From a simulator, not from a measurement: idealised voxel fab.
The process module presented herein is designated voxel lift off.
Square cells of 5 nm make up the cross-section cut, whose width is 215 nm.
Format of a cross-section: grid, square cells. Given as bands. Order: top down. Band: one or more rows of cells. Band entry format. Leading values: height of top, height of bottom, nm. Remainder: materials in left-to-right order, each with its width in nm. Special words: "throughout" on a single material, which then fills the band edge to edge; "air", empty space. Counting heights begins at 0, where everything beneath is, in the wafer as received, one material. The lowest band has no bottom; it goes on downwards, as "z 0 and below" shows. It should be noted that a width expressed as "30->40" varies in equal increments from row to row of cells within the band, taking the value of the first number at the top row and that of the second number at the bottom row. "identical to before" after a step means that no cell of the cross-section changed. Basically, "Enclosed cavity list" tells you about the enclosed voids: empty spaces with no open way to the top, 8 cells or bigger, each written width x height at distance, where distance is from the left edge, all in nm. If you see something after the settings on a step's line, that's the simulator's own remark about that step. Regarding "overlay nm": on a step with a mask, it is the distance the mask lay to the right of its planned place; a negative value places it to the left.

[Below is the list of planned process steps]
1. RECEIVE with material Si
2. CONFORMAL_DEP with material SiO2, thk nm 5
3. PATTERN with tone open, mask id LINES, material resist, width nm 30, pitch nm 45, thk nm 25, overlay nm 0
4. DIRECTIONAL_DEP with material Ru, thk nm 10
5. STRIP with etch materials resist
6. CONFORMAL_DEP with material SiCN, thk nm 10

[On the first of the two wafers: run conducted according to plan]

[Incoming wafer, cross-sectional view, post step 1]
z 0 and below  Si throughout
Enclosed cavity list: none

[The wafer in cross-section once step 2 is complete]
z 5 to 0  SiO2 throughout
Unchanged below 0.

[The wafer in cross-section once step 3 is complete]
z 30 to 5  resist (25) / air (30) / resist (15) / air (30) / resist (15) / air (30) / resist (15) / air (30) / resist (25)
Unchanged below 5.

[The wafer in cross-section once step 4 is complete]
z 40 to 30  Ru (25) / air (30) / Ru (15) / air (30) / Ru (15) / air (30) / Ru (15) / air (30) / Ru (25)
z 30 to 15  resist (25) / air (30) / resist (15) / air (30) / resist (15) / air (30) / resist (15) / air (30) / resist (25)
z 15 to 5  resist (25) / Ru (30) / resist (15) / Ru (30) / resist (15) / Ru (30) / resist (15) / Ru (30) / resist (25)
Unchanged below 5.

[The wafer in cross-section once step 5 is complete]
z 15 to 5  air (25) / Ru (30) / air (15) / Ru (30) / air (15) / Ru (30) / air (15) / Ru (30) / air (25)
Unchanged below 5.

[The wafer in cross-section once step 6 is complete]
z 25 to 15  air (15) / SiCN (185) / air (15)
z 15 to 5  SiCN (25) / Ru (30) / SiCN (15) / Ru (30) / SiCN (15) / Ru (30) / SiCN (15) / Ru (30) / SiCN (25)
Unchanged below 5.

[What follows concerns the second wafer, which started out like the first and was meant to follow the very same plan; one mistake crept in when it was run, but everything up to and including step 2 is the same as for the first wafer]

[The second wafer in cross-section, at the planned close of step 3]
z 30 to 5  resist (30) / air (30) / resist (15) / air (30) / resist (15) / air (30) / resist (15) / air (30) / resist (20)
Unchanged below 5.

[The second wafer in cross-section, at the planned close of step 4]
z 40 to 30  Ru (30) / air (30) / Ru (15) / air (30) / Ru (15) / air (30) / Ru (15) / air (30) / Ru (20)
z 30 to 15  resist (30) / air (30) / resist (15) / air (30) / resist (15) / air (30) / resist (15) / air (30) / resist (20)
z 15 to 5  resist (30) / Ru (30) / resist (15) / Ru (30) / resist (15) / Ru (30) / resist (15) / Ru (30) / resist (20)
Unchanged below 5.

[The second wafer in cross-section, at the planned close of step 5]
z 15 to 5  air (30) / Ru (30) / air (15) / Ru (30) / air (15) / Ru (30) / air (15) / Ru (30) / air (20)
Unchanged below 5.

[The second wafer in cross-section, at the planned close of step 6]
z 25 to 15  air (20) / SiCN (185) / air (10)
z 15 to 5  SiCN (30) / Ru (30) / SiCN (15) / Ru (30) / SiCN (15) / Ru (30) / SiCN (15) / Ru (30) / SiCN (20)
Unchanged below 5.
Misprocessing identified: step 3 was not run as planned; what actually ran was PATTERN with tone open, mask id LINES, material resist, width nm 30, pitch nm 45, thk nm 25, overlay nm 5
By the end, you'd get the same cell count for each material on either wafer, but the second wafer puts them somewhere else.
